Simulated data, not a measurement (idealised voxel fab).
Proc. module: voxel capacitor over wiring
cross-section cut | 280 nm wide | cells 5 nm
How to read a cross-section here: the picture is a grid of square cells, written as bands going from the top down, and any band can span one or more rows of cells.
The band entry comprises the height of the band's top followed by the height of its bottom, expressed in nm, and subsequently the band's materials from left to right, each stated together with its width in nm. Where a single material is marked with the word "throughout", that material fills the band from edge to edge. The word "air" represents empty space.
Measure heights from 0. That's the level where, below it, the as-received wafer is all one material. The lowest band is bottomless and extends downward; write it as in "from 0 down".
A width given as "30->40" starts at the first number in the band's top row and ends at the second number in its bottom row, shifting by an equal amount at every step from row to row.
"no alteration" for a step: no cell of the cross-section changed in that step.
Under "Encapsulated voids" you'll find the enclosed gaps, the ones with no way out to the top, that are 8 cells or bigger; each reads width x height at distance, with distance counted from the left edge, everything in nm.
On a step's line, text after the settings is the simulator commenting on that step.
overlay nm: mask right of planned place by this much (step with mask). Neg. = left.
**Below is the list of planned process steps**
step 1: op RECEIVE | material Si
step 2: op CONFORMAL_DEP | material SiO2 | thk nm 15
step 3: op CONFORMAL_DEP | material SiN | thk nm 5
step 4: op DIRECTIONAL_DEP | material lowk | thk nm 20
step 5: op PATTERN | tone open | mask id METAL_1 | material resist | width nm 30 | pitch nm 80 | thk nm 15 | overlay nm 0
step 6: op DIRECTIONAL_ETCH | etch materials lowk | depth nm 20
step 7: op DIRECTIONAL_ETCH | etch materials SiN | depth nm 5
step 8: op STRIP | etch materials resist
step 9: op CONFORMAL_DEP | material TiN | thk nm 5
step 10: op FILL_DEP | material W | thk nm 5
step 11: op CMP | height nm 40
step 12: op CONFORMAL_DEP | material SiCN | thk nm 5
step 13: op DIRECTIONAL_DEP | material SiO2 | thk nm 10
step 14: op DIRECTIONAL_DEP | material aC | thk nm 10
step 15: op PATTERN | tone open | mask id PLUG_1 | material resist | width nm 15 | thk nm 30 | overlay nm 0
step 16: op DIRECTIONAL_ETCH | etch materials aC | depth nm 10
step 17: op STRIP | etch materials resist
step 18: op DIRECTIONAL_ETCH | etch materials SiO2 | depth nm 10
step 19: op DIRECTIONAL_ETCH | etch materials SiCN | depth nm 5
step 20: op STRIP | etch materials aC
step 21: op CONFORMAL_DEP | material TiN | thk nm 5
step 22: op FILL_DEP | material Ru | thk nm 5
step 23: op CMP | height nm 55
step 24: op DIRECTIONAL_DEP | material TiN | thk nm 10
step 25: op DIRECTIONAL_DEP | material Al2O3 | thk nm 5
step 26: op DIRECTIONAL_DEP | material TiN | thk nm 5
step 27: op MASKED_ETCH | tone cover | mask id UPPER_PLATE | width nm 55 | etch materials TiN | depth nm 5 | overlay nm 0
step 28: op MASKED_ETCH | tone cover | mask id UPPER_PLATE | width nm 55 | etch materials Al2O3 | depth nm 5 | overlay nm 0
step 29: op PATTERN | tone cover | mask id LOWER_PLATE | material resist | width nm 65 | thk nm 15 | overlay nm 0
step 30: op DIRECTIONAL_ETCH | etch materials TiN | depth nm 10
step 31: op STRIP | etch materials resist
step 32: op FILL_DEP | material SiO2 | thk nm 15
step 33: op CMP | height nm 85
step 34: op PATTERN | tone open | mask id PLUG_2 | material resist | width nm 15 | thk nm 15 | overlay nm 0
step 35: op DIRECTIONAL_ETCH | etch materials SiO2 | depth nm 10
step 36: op STRIP | etch materials resist
step 37: op CONFORMAL_DEP | material TiN | thk nm 5
step 38: op FILL_DEP | material Cu | thk nm 5
step 39: op CMP | height nm 85
step 40: op CONFORMAL_DEP | material SiCN | thk nm 5
**Cross-section of the wafer upon arrival, representing the state reached after step 1**
	from 0 down | Si throughout
	Encapsulated voids: none
**First of two wafers, end-of-module section, run followed plan**
	from 90 to 85 | SiCN throughout
	from 85 to 80 | SiO2 (110), TiN (5), Cu (5), TiN (5), SiO2 (155)
	from 80 to 70 | SiO2 (110->100), TiN (15->55), SiO2 (155->125)
	from 70 to 65 | SiO2 (100), Al2O3 (55), SiO2 (125)
	from 65 to 55 | SiO2 (95), TiN (65), SiO2 (120)
	from 55 to 45 | SiO2 (100), TiN (5), Ru (5), TiN (5), SiO2 (165)
	from 45 to 40 | SiCN (100), TiN (15), SiCN (165)
	from 40 to 20 | lowk (85), TiN (5), W (20), TiN (5), lowk (50), TiN (5), W (20), TiN (5), lowk (85)
	from 20 to 15 | SiN (85), TiN (30), SiN (50), TiN (30), SiN (85)
	from 15 to 0 | SiO2 throughout
	from 0 down | Si throughout
	Encapsulated voids: none
**Wafer two, end of module, cross-section. Same start, same plan as wafer one. One mistake in the run**
	from 90 to 85 | SiCN throughout
	from 85 to 80 | SiO2 (110), TiN (5), Cu (5), TiN (5), SiO2 (155)
	from 80 to 75 | SiO2 (110), TiN (15), SiO2 (155)
	from 75 to 70 | SiO2 throughout
	from 70 to 65 | SiO2 (100), TiN (55), SiO2 (125)
	from 65 to 55 | SiO2 (95), TiN (65), SiO2 (120)
	from 55 to 45 | SiO2 (100), TiN (5), Ru (5), TiN (5), SiO2 (165)
	from 45 to 40 | SiCN (100), TiN (15), SiCN (165)
	from 40 to 20 | lowk (85), TiN (5), W (20), TiN (5), lowk (50), TiN (5), W (20), TiN (5), lowk (85)
	from 20 to 15 | SiN (85), TiN (30), SiN (50), TiN (30), SiN (85)
	from 15 to 0 | SiO2 throughout
	from 0 down | Si throughout
	Encapsulated voids: none
It is concluded that the wafer was processed incorrectly with respect to the plan, in that step 25 from the plan never happened, it was just skipped
at the end the second wafer has, in cells: Al2O3 -11, SiO2 +11
